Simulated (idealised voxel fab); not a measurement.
Proc. module: voxel self aligned contacts
FYI the section here is cut, 210 nm wide, cells are 5 nm squares.
Cross-sections here: square-cell grids, written as top-down lists of bands, a band being one or more rows of cells.
Band: top and bottom heights (nm) first, top before bottom; then materials from left to right, widths in nm. "everywhere" marks a sole material filling the band edge to edge. "air" denotes empty space.
Heights are measured from 0, the level below which the as-received wafer is all one material; the lowest band has no bottom and continues downward, written as in "0 down".
Width spec "30..40" -> top row of cells at first value, bottom row at second value, equal per-row change in between.
The designation "same as before", where it is given for a processing step, indicates that no cell of the cross-section was altered in the course of that step.
You'll see "Closed void register" listing empty spaces that have no way open to the top, as long as they're 8 cells or more; the notation is width x height at distance, where the distance is from the left edge, and all of it is in nm.
Where a step's line continues beyond its settings, the continuation is a remark by the simulator itself on that step.
The setting "overlay nm" may be written on the line of a step. When the step uses a mask, the value reports how far to the right of the planned place the mask lay, and a negative value reports that it lay to the left.
THESE ARE THE STEPS WE PLANNED FOR THE PROCESS
step 1: RECEIVE with material Si
step 2: OXIDIZE with depth nm 5
step 3: DIRECTIONAL_DEP with material polySi, thk nm 30
step 4: DIRECTIONAL_DEP with material SiN, thk nm 20
step 5: MASKED_ETCH with tone cover, mask id GATE, width nm 25, pitch nm 60, etch materials SiN, depth nm 20, overlay nm 0
step 6: MASKED_ETCH with tone cover, mask id GATE, width nm 25, pitch nm 60, etch materials polySi, depth nm 30, overlay nm 0
step 7: CONFORMAL_DEP with material SiN, thk nm 10
step 8: DIRECTIONAL_ETCH with etch materials SiN, depth nm 10
step 9: FILL_DEP with material SiO2, thk nm 15
step 10: CMP with height nm 60
step 11: MASKED_ETCH with tone open, mask id CONTACT, width nm 45, etch materials SiO2, depth nm 65, overlay nm 0
step 12: CONFORMAL_DEP with material TiN, thk nm 5
step 13: FILL_DEP with material W, thk nm 10
step 14: CMP with height nm 60
step 15: CONFORMAL_DEP with material SiN, thk nm 5
CROSS-SECTION OF THE WAFER UPON ARRIVAL, REPRESENTING THE STATE REACHED AFTER STEP 1
  0 down | Si everywhere
  Closed void register: none
BELOW IS THE WAFER IN CROSS-SECTION AFTER THE MODULE WAS COMPLETED. IT BEGAN FROM THE STARTING POINT SHOWN ABOVE AND FOLLOWED THE PLAN SHOWN ABOVE, EXCEPT THAT ONE MISTAKE WAS MADE WHILE RUNNING IT
  65 to 60 | SiN everywhere
  60 to 50 | SiO2 80 | TiN 5..20 | W 35..5 | TiN 5..20 | SiO2 85
  50 to 25 | SiO2 50 | SiN 10 | polySi 25 | SiN 10 | TiN 5 | W 5 | TiN 5 | SiN 10 | polySi 25 | SiN 10 | SiO2 55
  25 to 20 | SiO2 50 | SiN 10 | polySi 25 | SiN 10 | TiN 15 | SiN 10 | polySi 25 | SiN 10 | SiO2 55
  20 to 0 | SiN everywhere
  0 to -5 | SiO2 everywhere
  -5 down | Si everywhere
  Closed void register: none
Heads up, the wafer didn't run the way we planned it: step 3 ran in the slot meant for step 4, and vice versa
